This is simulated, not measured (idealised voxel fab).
The process module that follows is named voxel gate over fins.
Cross-sectional view cut (width: 175 nm; square cell size: 5 nm).
This document writes a cross-section as a grid whose cells are square, and gives it as bands, listed from the top down; one or more rows of cells form a band. Band entry format. Leading values: height of top, height of bottom, nm. Remainder: materials in left-to-right order, each with its width in nm. Special words: "throughout" on a single material, which then fills the band edge to edge; "blank", empty space. Counting heights begins at 0, where everything beneath is, in the wafer as received, one material. The lowest band has no bottom; it goes on downwards, as "top 0, no bottom" shows. The notation "30..40" denotes a width that varies across the rows of cells in the band, beginning at the first number in the top row, finishing at the second number in the bottom row, and changing by an identical amount from each row to the next. For the purposes of this document, the phrase "nothing changed" attached to a step denotes that no cell within the cross-section was modified by that step. Empty spaces counting at least 8 cells and having no open way to the top are listed in "Cavities, closed". The notation width x height at distance is used for each, the distance being from the left edge and all three values in nm. after a step's settings: what the simulator itself notes on the step. "overlay nm" on a masked step: distance the mask lay right of its planned place, negative for left.

[So here's the lineup of process steps we planned]
1. RECEIVE | material Si
2. CONFORMAL_DEP | material SiN | thk nm 10
3. PATTERN | tone cover | mask id FINS | material resist | width nm 15 | pitch nm 35 | thk nm 20 | overlay nm 0
4. DIRECTIONAL_ETCH | etch materials SiN | depth nm 10
5. DIRECTIONAL_ETCH | etch materials Si | depth nm 30
6. STRIP | etch materials resist
7. OXIDIZE | depth nm 5
8. FILL_DEP | material SiO2 | thk nm 15
9. CMP | height nm 10
10. SELECTIVE_ETCH | etch materials SiO2 | depth nm 25
11. STRIP | etch materials SiN
12. CONFORMAL_DEP | material HfO2 | thk nm 5
13. CONFORMAL_DEP | material TiN | thk nm 5
14. CONFORMAL_DEP | material TiAl | thk nm 5
15. CONFORMAL_DEP | material TiN | thk nm 5
16. FILL_DEP | material W | thk nm 15
17. CMP | height nm 30
18. CONFORMAL_DEP | material SiCN | thk nm 10

[The cross-section here shows the wafer as received, i.e. in its state after step 1]
* top 0, no bottom  Si throughout
* Cavities, closed: none

[Cross-sectional image of the first of two wafers at the end of the module, the run having proceeded as planned]
* top 40, bottom 30  SiCN throughout
* top 30, bottom 20  W throughout
* top 20, bottom 15  W=30  TiN=115  W=30
* top 15, bottom 10  W=30  TiN=5  TiAl=105  TiN=5  W=30
* top 10, bottom 5  W=30  TiN=5  TiAl=5  TiN=25  TiAl=10  TiN=25  TiAl=10  TiN=25  TiAl=5  TiN=5  W=30
* top 5, bottom 0  TiN=35  TiAl=5  TiN=5  HfO2=15  TiN=5  TiAl=10  TiN=5  HfO2=15  TiN=5  TiAl=10  TiN=5  HfO2=15  TiN=5  TiAl=5  TiN=35
* top 0, bottom -5  TiAl=40  TiN=5  HfO2=5  Si=5  HfO2=5  TiN=5  TiAl=10  TiN=5  HfO2=5  Si=5  HfO2=5  TiN=5  TiAl=10  TiN=5  HfO2=5  Si=5  HfO2=5  TiN=5  TiAl=40
* top -5, bottom -10  TiN=45  HfO2=5  Si=5  HfO2=5  TiN=20  HfO2=5  Si=5  HfO2=5  TiN=20  HfO2=5  Si=5  HfO2=5  TiN=45
* top -10, bottom -15  HfO2=50  Si=5  HfO2=30  Si=5  HfO2=30  Si=5  HfO2=50
* top -15, bottom -35  SiO2=50  Si=5  SiO2=30  Si=5  SiO2=30  Si=5  SiO2=50
* top -35, no bottom  Si throughout
* Cavities, closed: none

[Cross-section, second wafer: same start as the first, same plan as the first, one mistake in running it; taken at the end of the module]
* top 40, bottom 30  SiCN throughout
* top 30, bottom 25  W=20  TiN=135  W=20
* top 25, bottom 20  W=20  TiN=5  TiAl=125  TiN=5  W=20
* top 20, bottom 15  W=20  TiN=5  TiAl=5  TiN=115  TiAl=5  TiN=5  W=20
* top 15, bottom 10  TiN=25  TiAl=5  TiN=5  HfO2=105  TiN=5  TiAl=5  TiN=25
* top 10, bottom 5  TiAl=30  TiN=5  HfO2=105  TiN=5  TiAl=30
* top 5, bottom 0  TiN=35  HfO2=105  TiN=35
* top 0, bottom -15  HfO2=50  Si=5  HfO2=30  Si=5  HfO2=30  Si=5  HfO2=50
* top -15, bottom -35  SiO2=50  Si=5  SiO2=30  Si=5  SiO2=30  Si=5  SiO2=50
* top -35, no bottom  Si throughout
* Cavities, closed: none
Where did the run depart from the plan? step 12 was processed under conditions differing from the plan, specifically as CONFORMAL_DEP | material HfO2 | thk nm 15
End of process, cell counts, second wafer against first, materials with more or fewer: +106 HfO2; -12 TiAl; -12 TiN; -82 W
